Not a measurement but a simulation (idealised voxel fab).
Module name: voxel local oxidation (process module)
205 nm wide, 5 nm square cells: that's cross-section cut.
Cross-section = grid of square cells, listed top down in bands; band = one or more rows.
Look at the band entry: it leads with the top's height and the bottom's height in nm. Then it lists the materials left to right, with a width in nm for each. The word "everywhere" on a single material says that material fills the band edge to edge. The word "empty" is empty space.
Heights are expressed relative to 0, this being the level below which the as-received wafer comprises one material exclusively. The lowest band is unbounded in the downward direction and is denoted as in "from 0 down".
Per-row width for "30->40": begins at first number (top row of band), ends at second number (bottom row), increment between rows held constant.
No cell of the cross-section changed in a step that is given as "no alteration".
Voids, fully enclosed: empty space of 8 cells or more with no open way to the top, each as width x height at its distance from the left edge, in nm
On a step's line, text after the settings is the simulator commenting on that step.
A step line may carry the setting "overlay nm", which, for steps involving a mask, states the distance by which the mask lay to the right of its intended position; negative values denote displacement to the left.
Below is the list of planned process steps
1: RECEIVE (material Si)
2: OXIDIZE (depth nm 5)
3: CONFORMAL_DEP (material SiN; thk nm 10)
4: MASKED_ETCH (tone cover; mask id ACTIVE; width nm 95; etch materials SiN; depth nm 10; overlay nm 0)
5: SELECTIVE_ETCH (etch materials SiO2; depth nm 5)
6: OXIDIZE (depth nm 10)
7: STRIP (etch materials SiN)
The plan's step 4 width nm is the first wafer's value; the wafers differ in this setting and start identical.
The first of several wafers as received, shown in cross-section; this is its state after step 1
	from 0 down  Si everywhere
	Voids, fully enclosed: none
Post step 7, the closing step of the module: first of several wafers, cross-sectioned
	from 0 to -5  60 nm empty; 85 nm SiO2; 60 nm empty
	from -5 to -15  70 nm SiO2; 65 nm Si; 70 nm SiO2
	from -15 down  Si everywhere
	Voids, fully enclosed: none
Sectional view of the last wafer upon completion of the module
	from 0 to -5  50 nm empty; 110 nm SiO2; 45 nm empty
	from -5 to -15  60 nm SiO2; 90 nm Si; 55 nm SiO2
	from -15 down  Si everywhere
	Voids, fully enclosed: none
What follows is a table in which each wafer occupies a row; for the wafer as it stands at the close of the module, the row states, material by material, how many cells have been gained (+) or lost (-) since receipt, and then gives its closed voids
width nm 95 | -97 Si | +73 SiO2 | Voids, fully enclosed: none
width nm 100 | -95 Si | +72 SiO2 | Voids, fully enclosed: none
width nm 105 | -93 Si | +71 SiO2 | Voids, fully enclosed: none
width nm 110 | -91 Si | +70 SiO2 | Voids, fully enclosed: none
width nm 115 | -89 Si | +69 SiO2 | Voids, fully enclosed: none
width nm 120 | -87 Si | +68 SiO2 | Voids, fully enclosed: none
